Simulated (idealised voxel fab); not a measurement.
A process module follows: voxel self aligned vias.
Cross-section cut: width 235 nm, square cells of 5 nm.
Cross-section layout: square cells on a grid; listed as bands, top to bottom; a band spans one or more cell rows. Band: top and bottom heights (nm) first, top before bottom; then materials from left to right, widths in nm. "full width" marks a sole material filling the band edge to edge. "air" denotes empty space. Heights are expressed relative to 0, this being the level below which the as-received wafer comprises one material exclusively. The lowest band is unbounded in the downward direction and is denoted as in "z 0 and below". A width such as "30 to 40" changes by the same amount from each row of cells to the next, from the band's top row to its bottom row. "all unchanged" for a step: no cell of the cross-section changed in that step. Enclosed internal voids: empty space of 8 cells or more with no open way to the top, each as width x height at its distance from the left edge, in nm. Note: text after step settings on the step line = simulator remark on that step. overlay nm: step with mask; distance mask lay right of planned place; negative value = left of planned place.

These are the steps we planned for the process
step 1: RECEIVE,material Si
step 2: CONFORMAL_DEP,material SiO2,thk nm 10
step 3: CONFORMAL_DEP,material SiCN,thk nm 5
step 4: DIRECTIONAL_DEP,material lowk,thk nm 30
step 5: DIRECTIONAL_DEP,material aC,thk nm 10
step 6: PATTERN,tone open,mask id LINES,material resist,width nm 20,pitch nm 45,thk nm 25,overlay nm 0
step 7: DIRECTIONAL_ETCH,etch materials aC,depth nm 10
step 8: STRIP,etch materials resist
step 9: DIRECTIONAL_ETCH,etch materials lowk,depth nm 30
step 10: STRIP,etch materials aC
step 11: CONFORMAL_DEP,material TiN,thk nm 5
step 12: FILL_DEP,material W,thk nm 5
step 13: CMP,height nm 45
step 14: SELECTIVE_ETCH,etch materials W Ru TiN,depth nm 10
step 15: FILL_DEP,material SiN,thk nm 10
step 16: CMP,height nm 45
step 17: DIRECTIONAL_DEP,material lowk,thk nm 20
step 18: MASKED_ETCH,tone open,mask id VIAS,width nm 30,etch materials lowk,depth nm 20,overlay nm 0
step 19: MASKED_ETCH,tone open,mask id VIAS,width nm 30,etch materials SiN,depth nm 10,overlay nm 0
step 20: CONFORMAL_DEP,material TiN,thk nm 5
step 21: FILL_DEP,material Cu,thk nm 5
step 22: CMP,height nm 65
step 23: CONFORMAL_DEP,material SiCN,thk nm 5

The cross-section here shows the wafer as received, i.e. in its state after step 1
- z 0 and below = Si full width
- Enclosed internal voids: none

Result of the module, cross-sectioned: start per above, plan per above, one error in how it was run
- z 70 to 65 = SiCN full width
- z 65 to 45 = 80 nm lowk / 5 nm TiN / 20 nm Cu / 5 nm TiN / 125 nm lowk
- z 45 to 40 = 80 nm SiN / 10 nm TiN / 10 nm Cu / 10 nm TiN / 125 nm SiN
- z 40 to 35 = 85 nm lowk / 20 nm TiN / 25 nm lowk / 20 nm SiN / 85 nm lowk
- z 35 to 15 = 85 nm lowk / 5 nm TiN / 10 nm W / 5 nm TiN / 25 nm lowk / 5 nm TiN / 10 nm W / 5 nm TiN / 85 nm lowk
- z 15 to 10 = 85 nm lowk / 20 nm TiN / 25 nm lowk / 20 nm TiN / 85 nm lowk
- z 10 to 0 = SiO2 full width
- z 0 and below = Si full width
- Enclosed internal voids: none
Processing error: step 3 of the plan did not run at all; it was left out
